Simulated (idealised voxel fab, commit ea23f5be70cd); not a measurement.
Herein follows the process module entitled voxel tone inversion.
Square cells of 5 nm make up the cross-section cut, whose width is 190 nm.
Bands, listed from the top down, are how a cross-section gets written in this document; the cross-section itself is a grid of square cells, and a band is one or more rows of them. Per band: top height and bottom height in nm, followed by the left-to-right materials and their widths in nm; "full width" marks a single material spanning edge to edge, "empty" marks empty space. For the purposes of this specification, 0 denotes the height below which the wafer in its as-received condition is composed wholly of one material, and the lowermost band, lacking a lower limit, extends downward without end, as expressed in "z 0 and below". When a width is written as two numbers, as in "30..40", the first number is the width in the top row of cells of the band and the second is the width in its bottom row, and the width changes by the same amount from each row to the next. A step reported as "nothing altered" is a step in which no cell of the cross-section changed. In the "Enclosed cavity list" entry, you get each enclosed empty space of 8 cells or more, one with no open way to the top, written width x height at distance, distance from the left edge, in nm. If you see something after the settings on a step's line, that's the simulator's own remark about that step. overlay nm: for a step with a mask, the amount by which the mask lay right of where it was planned; a negative amount means left of it.
**Process steps (planned)**
1,RECEIVE (material Si)
2,CONFORMAL_DEP (material SiCN; thk nm 10)
3,DIRECTIONAL_DEP (material polySi; thk nm 25)
4,PATTERN (tone cover; mask id POSTS; material resist; width nm 25; pitch nm 40; thk nm 35; overlay nm 0)
5,DIRECTIONAL_ETCH (etch materials polySi; depth nm 25)
6,STRIP (etch materials resist)
7,FILL_DEP (material lowk; thk nm 5)
8,CMP (height nm 35)
9,STRIP (etch materials polySi)
10,CONFORMAL_DEP (material TiN; thk nm 5)
11,FILL_DEP (material W; thk nm 5)
12,CMP (height nm 35)
13,CONFORMAL_DEP (material SiCN; thk nm 5)
**As-received wafer cross-section (after step 1)**
  z 0 and below | Si full width
  Enclosed cavity list: none
**Wafer cross-section at module end: first of two, run to plan**
  z 40 to 35 | SiCN full width
  z 35 to 15 | lowk (40) | TiN (5) | W (15) | TiN (5) | lowk (15) | TiN (5) | W (15) | TiN (5) | lowk (15) | TiN (5) | W (15) | TiN (5) | lowk (45)
  z 15 to 10 | lowk (40) | TiN (25) | lowk (15) | TiN (25) | lowk (15) | TiN (25) | lowk (45)
  z 10 to 0 | SiCN full width
  z 0 and below | Si full width
  Enclosed cavity list: none
**Wafer two, end of module, cross-section. Same start, same plan as wafer one. One mistake in the run**
  z 40 to 35 | SiCN full width
  z 35 to 15 | lowk (30) | TiN (5) | W (15) | TiN (5) | lowk (15) | TiN (5) | W (15) | TiN (5) | lowk (15) | TiN (5) | W (15) | TiN (5) | lowk (55)
  z 15 to 10 | lowk (30) | TiN (25) | lowk (15) | TiN (25) | lowk (15) | TiN (25) | lowk (55)
  z 10 to 0 | SiCN full width
  z 0 and below | Si full width
  Enclosed cavity list: none
Which mistake was made when the wafer was run? off-plan run, step 4, actual operation and settings PATTERN (tone cover; mask id POSTS; material resist; width nm 25; pitch nm 40; thk nm 35; overlay nm -10)
At the end, the second wafer has the same number of cells of each material as the first, but those cells sit in other places.
